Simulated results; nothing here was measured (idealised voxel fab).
This section sets out a process module, namely voxel air gaps.
Pictured: cross-section cut, 260 nm wide, on a grid of 5 nm square cells.
Cross-section = grid of square cells, listed top down in bands; band = one or more rows. Band: top height; bottom height; in nm. Then, left to right: material with width in nm, for each material. "everywhere": a single material spanning edge to edge. "air": empty space. Basically, 0 is our baseline, since under it the wafer straight out of the box is all one material. The bottom band has no lower end and keeps on going down, so it looks like "0 nm and below". The expression "30->40" gives the width at the extremes of the band, the first number at its top row of cells and the second at its bottom row, with the width changing by equal amounts from each row to the next in between. "remains unaltered" -> step changed no cross-section cell. This entry, "Enclosed void catalog", enumerates those empty regions of no fewer than 8 cells that possess no open connection to the top. Each region is reported in the form width x height at distance, the distance being taken from the left edge, with all three quantities expressed in nm. Where a step's line continues beyond its settings, the continuation is a remark by the simulator itself on that step. "overlay nm" on a masked step: distance the mask lay right of its planned place, negative for left.
Intended process steps:
1,RECEIVE, material Si
2,CONFORMAL_DEP, material SiO2, thk nm 15
3,CONFORMAL_DEP, material SiCN, thk nm 5
4,DIRECTIONAL_DEP, material lowk, thk nm 35
5,DIRECTIONAL_DEP, material aC, thk nm 15
6,PATTERN, tone open, mask id LINES, material resist, width nm 25, pitch nm 50, thk nm 35, overlay nm 0
7,DIRECTIONAL_ETCH, etch materials aC, depth nm 15
8,STRIP, etch materials resist
9,DIRECTIONAL_ETCH, etch materials lowk, depth nm 35
10,STRIP, etch materials aC
11,CONFORMAL_DEP, material TiN, thk nm 5
12,FILL_DEP, material Cu, thk nm 5
13,CMP, height nm 55
14,EPI, material Ru, thk nm 10
15,SELECTIVE_ETCH, etch materials lowk, depth nm 45
16,CONFORMAL_DEP, material SiCN, thk nm 5
Cross-section, incoming material, after step 1:
0 nm and below: Si everywhere
Enclosed void catalog: none
Same starting wafer, same plan as above, one mistake in the execution; this is the cross-section at the end of the module:
65 nm to 60 nm: 30 air; 45 SiCN; 5 air; 45 SiCN; 5 air; 45 SiCN; 5 air; 45 SiCN; 35 air
60 nm to 55 nm: 30 air; 5 SiCN; 35 Ru; 5 SiCN; 5 air; 5 SiCN; 35 Ru; 5 SiCN; 5 air; 5 SiCN; 35 Ru; 5 SiCN; 5 air; 5 SiCN; 35 Ru; 5 SiCN; 35 air
55 nm to 50 nm: 30 air; 10 SiCN; 5 TiN; 15 Cu; 5 TiN; 10 SiCN; 5 air; 10 SiCN; 5 TiN; 15 Cu; 5 TiN; 10 SiCN; 5 air; 10 SiCN; 5 TiN; 15 Cu; 5 TiN; 10 SiCN; 5 air; 10 SiCN; 5 TiN; 15 Cu; 5 TiN; 10 SiCN; 35 air
50 nm to 25 nm: 35 air; 5 SiCN; 5 TiN; 15 Cu; 5 TiN; 5 SiCN; 15 air; 5 SiCN; 5 TiN; 15 Cu; 5 TiN; 5 SiCN; 15 air; 5 SiCN; 5 TiN; 15 Cu; 5 TiN; 5 SiCN; 15 air; 5 SiCN; 5 TiN; 15 Cu; 5 TiN; 5 SiCN; 40 air
25 nm to 20 nm: 40 SiCN; 25 TiN; 25 SiCN; 25 TiN; 25 SiCN; 25 TiN; 25 SiCN; 25 TiN; 45 SiCN
20 nm to 15 nm: SiCN everywhere
15 nm to 0 nm: SiO2 everywhere
0 nm and below: Si everywhere
Enclosed void catalog: none
In executing the process, a mistake was made relative to the plan: in deviation from the planned setting, step 14 was conducted as EPI, material Ru, thk nm 5
